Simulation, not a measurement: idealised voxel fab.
process module | voxel trench capacitor
cross-section cut | 165 nm wide | cells 5 nm
A cross-section is a grid of square cells, given in bands from the top down. A band is one or more rows of cells.
Each band's line starts with the height of the band's top and of its bottom, in nm. Then come its materials from left to right, each with its width in nm. One material with "throughout" fills the band from edge to edge. "air" is empty space.
Height 0 is the level under which the wafer as received is all one material. The lowest band goes on downwards, as in "0 down".
A width such as "30 to 40" changes by the same amount from each row of cells to the next, from the band's top row to its bottom row.
"no change" after a step means that no cell of the cross-section changed.
closed voids: empty space of 8 cells or more with no open way to the top, each as width x height at its distance from the left edge, in nm
after a step's settings: what the simulator itself notes on the step
overlay nm, on a step with a mask: how far to the right of its planned place the mask lay; to the left if negative
plan
1 op RECEIVE | material Si
2 op CONFORMAL_DEP | material SiN | thk nm 10
3 op MASKED_ETCH | tone open | mask id TRENCH | width nm 30 | pitch nm 50 | etch materials SiN | depth nm 10 | overlay nm 0
4 op MASKED_ETCH | tone open | mask id TRENCH | width nm 30 | pitch nm 50 | etch materials Si | depth nm 25 | overlay nm 0
5 op CONFORMAL_DEP | material Al2O3 | thk nm 5
6 op CONFORMAL_DEP | material TiN | thk nm 5
7 op FILL_DEP | material W | thk nm 10
8 op CMP | height nm 10
first wafer, as planned
as received, after step 1
  0 down: Si throughout
  closed voids: none
after step 2
  10 to 0: SiN throughout
  below 0: unchanged
after step 3
  10 to 0: SiN 15 | air 30 | SiN 20 | air 30 | SiN 20 | air 30 | SiN 20
  below 0: unchanged
after step 4
  10 to 0: SiN 15 | air 30 | SiN 20 | air 30 | SiN 20 | air 30 | SiN 20
  0 to -25: Si 15 | air 30 | Si 20 | air 30 | Si 20 | air 30 | Si 20
  below -25: unchanged
after step 5
  15 to 10: Al2O3 20 | air 20 | Al2O3 30 | air 20 | Al2O3 30 | air 20 | Al2O3 25
  10 to 0: SiN 15 | Al2O3 5 | air 20 | Al2O3 5 | SiN 20 | Al2O3 5 | air 20 | Al2O3 5 | SiN 20 | Al2O3 5 | air 20 | Al2O3 5 | SiN 20
  0 to -20: Si 15 | Al2O3 5 | air 20 | Al2O3 5 | Si 20 | Al2O3 5 | air 20 | Al2O3 5 | Si 20 | Al2O3 5 | air 20 | Al2O3 5 | Si 20
  -20 to -25: Si 15 | Al2O3 30 | Si 20 | Al2O3 30 | Si 20 | Al2O3 30 | Si 20
  below -25: unchanged
after step 6
  20 to 15: TiN 25 | air 10 | TiN 40 | air 10 | TiN 40 | air 10 | TiN 30
  15 to 10: Al2O3 20 | TiN 5 | air 10 | TiN 5 | Al2O3 30 | TiN 5 | air 10 | TiN 5 | Al2O3 30 | TiN 5 | air 10 | TiN 5 | Al2O3 25
  10 to 0: SiN 15 | Al2O3 5 | TiN 5 | air 10 | TiN 5 | Al2O3 5 | SiN 20 | Al2O3 5 | TiN 5 | air 10 | TiN 5 | Al2O3 5 | SiN 20 | Al2O3 5 | TiN 5 | air 10 | TiN 5 | Al2O3 5 | SiN 20
  0 to -15: Si 15 | Al2O3 5 | TiN 5 | air 10 | TiN 5 | Al2O3 5 | Si 20 | Al2O3 5 | TiN 5 | air 10 | TiN 5 | Al2O3 5 | Si 20 | Al2O3 5 | TiN 5 | air 10 | TiN 5 | Al2O3 5 | Si 20
  -15 to -20: Si 15 | Al2O3 5 | TiN 20 | Al2O3 5 | Si 20 | Al2O3 5 | TiN 20 | Al2O3 5 | Si 20 | Al2O3 5 | TiN 20 | Al2O3 5 | Si 20
  below -20: unchanged
after step 7
  30 to 20: W throughout
  20 to 15: TiN 25 | W 10 | TiN 40 | W 10 | TiN 40 | W 10 | TiN 30
  15 to 10: Al2O3 20 | TiN 5 | W 10 | TiN 5 | Al2O3 30 | TiN 5 | W 10 | TiN 5 | Al2O3 30 | TiN 5 | W 10 | TiN 5 | Al2O3 25
  10 to 0: SiN 15 | Al2O3 5 | TiN 5 | W 10 | TiN 5 | Al2O3 5 | SiN 20 | Al2O3 5 | TiN 5 | W 10 | TiN 5 | Al2O3 5 | SiN 20 | Al2O3 5 | TiN 5 | W 10 | TiN 5 | Al2O3 5 | SiN 20
  0 to -15: Si 15 | Al2O3 5 | TiN 5 | W 10 | TiN 5 | Al2O3 5 | Si 20 | Al2O3 5 | TiN 5 | W 10 | TiN 5 | Al2O3 5 | Si 20 | Al2O3 5 | TiN 5 | W 10 | TiN 5 | Al2O3 5 | Si 20
  below -15: unchanged
after step 8
  10 to 0: SiN 15 | Al2O3 5 | TiN 5 | W 10 | TiN 5 | Al2O3 5 | SiN 20 | Al2O3 5 | TiN 5 | W 10 | TiN 5 | Al2O3 5 | SiN 20 | Al2O3 5 | TiN 5 | W 10 | TiN 5 | Al2O3 5 | SiN 20
  below 0: unchanged
second wafer: like start, like plan, one mistake. Through step 2 it matches the first wafer
when step 3 should have ended
  10 to 0: SiN 15 | air 35 | SiN 15 | air 35 | SiN 15 | air 35 | SiN 15
  below 0: unchanged
when step 4 should have ended
  10 to 0: SiN 15 | air 35 | SiN 15 | air 35 | SiN 15 | air 35 | SiN 15
  0 to -25: Si 15 | air 30 | Si 20 | air 30 | Si 20 | air 30 | Si 20
  below -25: unchanged
when step 5 should have ended
  15 to 10: Al2O3 20 | air 25 | Al2O3 25 | air 25 | Al2O3 25 | air 25 | Al2O3 20
  10 to 0: SiN 15 | Al2O3 5 | air 25 to 20 | Al2O3 5 to 10 | SiN 15 | Al2O3 5 | air 25 to 20 | Al2O3 5 to 10 | SiN 15 | Al2O3 5 | air 25 to 20 | Al2O3 5 to 10 | SiN 15
  0 to -20: Si 15 | Al2O3 5 | air 20 | Al2O3 5 | Si 20 | Al2O3 5 | air 20 | Al2O3 5 | Si 20 | Al2O3 5 | air 20 | Al2O3 5 | Si 20
  -20 to -25: Si 15 | Al2O3 30 | Si 20 | Al2O3 30 | Si 20 | Al2O3 30 | Si 20
  below -25: unchanged
when step 6 should have ended
  20 to 15: TiN 25 | air 15 | TiN 35 | air 15 | TiN 35 | air 15 | TiN 25
  15 to 10: Al2O3 20 | TiN 5 | air 15 | TiN 5 | Al2O3 25 | TiN 5 | air 15 | TiN 5 | Al2O3 25 | TiN 5 | air 15 | TiN 5 | Al2O3 20
  10 to 0: SiN 15 | Al2O3 5 | TiN 5 | air 10 | TiN 10 to 5 | Al2O3 5 to 10 | SiN 15 | Al2O3 5 | TiN 5 | air 10 | TiN 10 to 5 | Al2O3 5 to 10 | SiN 15 | Al2O3 5 | TiN 5 | air 10 | TiN 10 to 5 | Al2O3 5 to 10 | SiN 15
  0 to -15: Si 15 | Al2O3 5 | TiN 5 | air 10 | TiN 5 | Al2O3 5 | Si 20 | Al2O3 5 | TiN 5 | air 10 | TiN 5 | Al2O3 5 | Si 20 | Al2O3 5 | TiN 5 | air 10 | TiN 5 | Al2O3 5 | Si 20
  -15 to -20: Si 15 | Al2O3 5 | TiN 20 | Al2O3 5 | Si 20 | Al2O3 5 | TiN 20 | Al2O3 5 | Si 20 | Al2O3 5 | TiN 20 | Al2O3 5 | Si 20
  below -20: unchanged
when step 7 should have ended
  30 to 20: W throughout
  20 to 15: TiN 25 | W 15 | TiN 35 | W 15 | TiN 35 | W 15 | TiN 25
  15 to 10: Al2O3 20 | TiN 5 | W 15 | TiN 5 | Al2O3 25 | TiN 5 | W 15 | TiN 5 | Al2O3 25 | TiN 5 | W 15 | TiN 5 | Al2O3 20
  10 to 0: SiN 15 | Al2O3 5 | TiN 5 | W 10 | TiN 10 to 5 | Al2O3 5 to 10 | SiN 15 | Al2O3 5 | TiN 5 | W 10 | TiN 10 to 5 | Al2O3 5 to 10 | SiN 15 | Al2O3 5 | TiN 5 | W 10 | TiN 10 to 5 | Al2O3 5 to 10 | SiN 15
  0 to -15: Si 15 | Al2O3 5 | TiN 5 | W 10 | TiN 5 | Al2O3 5 | Si 20 | Al2O3 5 | TiN 5 | W 10 | TiN 5 | Al2O3 5 | Si 20 | Al2O3 5 | TiN 5 | W 10 | TiN 5 | Al2O3 5 | Si 20
  below -15: unchanged
when step 8 should have ended
  10 to 0: SiN 15 | Al2O3 5 | TiN 5 | W 10 | TiN 10 to 5 | Al2O3 5 to 10 | SiN 15 | Al2O3 5 | TiN 5 | W 10 | TiN 10 to 5 | Al2O3 5 to 10 | SiN 15 | Al2O3 5 | TiN 5 | W 10 | TiN 10 to 5 | Al2O3 5 to 10 | SiN 15
  below 0: unchanged
what went wrong: step 3 ran as: op MASKED_ETCH | tone open | mask id TRENCH | width nm 35 | pitch nm 50 | etch materials SiN | depth nm 10 | overlay nm 0
at the end the second wafer has, in cells: 3 more of Al2O3 | 6 fewer of SiN | 3 more of TiN
